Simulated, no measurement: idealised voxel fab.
process module | voxel self aligned contacts
cross-section cut | 235 nm wide | cells 5 nm
A cross-section is a grid of square cells, given in bands from the top down. A band is one or more rows of cells.
Each band's line starts with the height of the band's top and of its bottom, in nm. Then come its materials from left to right, each with its width in nm. One material with "throughout" fills the band from edge to edge. "air" is empty space.
Height 0 is the level under which the wafer as received is all one material. The lowest band goes on downwards, as in "0 down".
A width such as "30 to 40" changes by the same amount from each row of cells to the next, from the band's top row to its bottom row.
"no change" after a step means that no cell of the cross-section changed.
closed voids: empty space of 8 cells or more with no open way to the top, each as width x height at its distance from the left edge, in nm
after a step's settings: what the simulator itself notes on the step
overlay nm, on a step with a mask: how far to the right of its planned place the mask lay; to the left if negative
plan
1 op RECEIVE | material Si
2 op CONFORMAL_DEP | material SiO2 | thk nm 5
3 op DIRECTIONAL_DEP | material polySi | thk nm 20
4 op DIRECTIONAL_DEP | material SiN | thk nm 20
5 op DIRECTIONAL_DEP | material aC | thk nm 10
6 op PATTERN | tone cover | mask id GATE | material resist | width nm 35 | pitch nm 75 | thk nm 25 | overlay nm 0
7 op DIRECTIONAL_ETCH | etch materials aC | depth nm 10
8 op STRIP | etch materials resist
9 op DIRECTIONAL_ETCH | etch materials SiN | depth nm 20
10 op DIRECTIONAL_ETCH | etch materials polySi | depth nm 20
11 op STRIP | etch materials aC
12 op CONFORMAL_DEP | material SiN | thk nm 10
13 op DIRECTIONAL_ETCH | etch materials SiN | depth nm 10
14 op FILL_DEP | material SiO2 | thk nm 20
15 op CMP | height nm 55
16 op PATTERN | tone open | mask id CONTACT | material resist | width nm 60 | pitch nm 75 | thk nm 15 | overlay nm 0
17 op DIRECTIONAL_ETCH | etch materials SiO2 | depth nm 55
18 op STRIP | etch materials resist
19 op CONFORMAL_DEP | material TiN | thk nm 5
20 op FILL_DEP | material W | thk nm 5
21 op CMP | height nm 55
22 op CONFORMAL_DEP | material SiN | thk nm 5
as received, after step 1
  0 down: Si throughout
  closed voids: none
a wafer at the end: this start, this plan, one mistake
  60 to 55: SiN throughout
  55 to 45: SiO2 50 | TiN 5 to 25 | W 50 to 10 | TiN 5 to 25 | SiO2 15 | TiN 5 to 25 | W 50 to 10 | TiN 5 to 25 | SiO2 50
  45 to 25: SiO2 15 | SiN 55 | TiN 5 | W 10 | TiN 5 | SiN 55 | TiN 5 | W 10 | TiN 5 | SiN 55 | SiO2 15
  25 to 10: SiO2 15 | SiN 10 | polySi 35 | SiN 10 | TiN 5 | W 10 | TiN 5 | SiN 10 | polySi 35 | SiN 10 | TiN 5 | W 10 | TiN 5 | SiN 10 | polySi 35 | SiN 10 | SiO2 15
  10 to 5: SiO2 15 | SiN 10 | polySi 35 | SiN 10 | TiN 20 | SiN 10 | polySi 35 | SiN 10 | TiN 20 | SiN 10 | polySi 35 | SiN 10 | SiO2 15
  5 to 0: W throughout
  0 down: Si throughout
  closed voids: none
what went wrong: step 2 ran as: op CONFORMAL_DEP | material W | thk nm 5
